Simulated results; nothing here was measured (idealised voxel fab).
Module name: voxel spacer lines (process module)
Section cut is 250 nm wide and gridded with 5 nm square cells.
The cross-sections in this document take the form of a grid made of square cells. They are written out as bands, in order from top to bottom. Each band consists of one or more rows of cells. Top, bottom (nm), then materials left to right with widths (nm); lone material tagged "all across" fills the whole band edge to edge; "blank" = empty space. Convention: height 0 is the level below which the wafer, as received, is all one material. The lowest band does not terminate at the bottom but continues downward, represented as "z 0 and below". The two numbers in a width such as "30 to 40" mark its ends across the band: the first belongs to the top row of cells, the second to the bottom row, and from each row to the next the width moves by the same amount. "no change occurred" -> step changed no cross-section cell. Empty spaces without an open route to the top, at least 8 cells in extent, make up the entry "Enclosed empty spaces"; each is given as width x height at distance, where the distance is measured from the left edge, and all are in nm. If you see something after the settings on a step's line, that's the simulator's own remark about that step. When a step includes a mask, the "overlay nm" setting on its line states how far to the right of its planned place that mask lay, and negative values state how far to the left.
### Steps planned for the process
| 1 | op RECEIVE | material Si |
| 2 | op CONFORMAL_DEP | material Al2O3 | thk nm 10 |
| 3 | op DIRECTIONAL_DEP | material W | thk nm 10 |
| 4 | op DIRECTIONAL_DEP | material aC | thk nm 25 |
| 5 | op PATTERN | tone cover | mask id MANDREL | material resist | width nm 15 | pitch nm 60 | thk nm 30 | overlay nm 0 |
| 6 | op DIRECTIONAL_ETCH | etch materials aC | depth nm 25 |
| 7 | op STRIP | etch materials resist |
| 8 | op CONFORMAL_DEP | material SiO2 | thk nm 15 |
| 9 | op DIRECTIONAL_ETCH | etch materials SiO2 | depth nm 15 |
| 10 | op STRIP | etch materials aC |
| 11 | op DIRECTIONAL_ETCH | etch materials W | depth nm 10 |
| 12 | op STRIP | etch materials SiO2 |
| 13 | op FILL_DEP | material SiO2 | thk nm 10 |
| 14 | op CMP | height nm 20 |
### Here's what the wafer looked like in cross-section when it arrived - that's after step 1
* z 0 and below | Si all across
* Enclosed empty spaces: none
### a wafer at the end: this start, this plan, one mistake
* z 20 to 10 | 70 SiO2  15 W  20 SiO2  15 W  10 SiO2  15 W  20 SiO2  15 W  70 SiO2
* z 10 to 0 | Al2O3 all across
* z 0 and below | Si all across
* Enclosed empty spaces: none
Misprocessing identified: step 5 was processed under conditions differing from the plan, specifically as op PATTERN | tone cover | mask id MANDREL | material resist | width nm 20 | pitch nm 60 | thk nm 30 | overlay nm 0
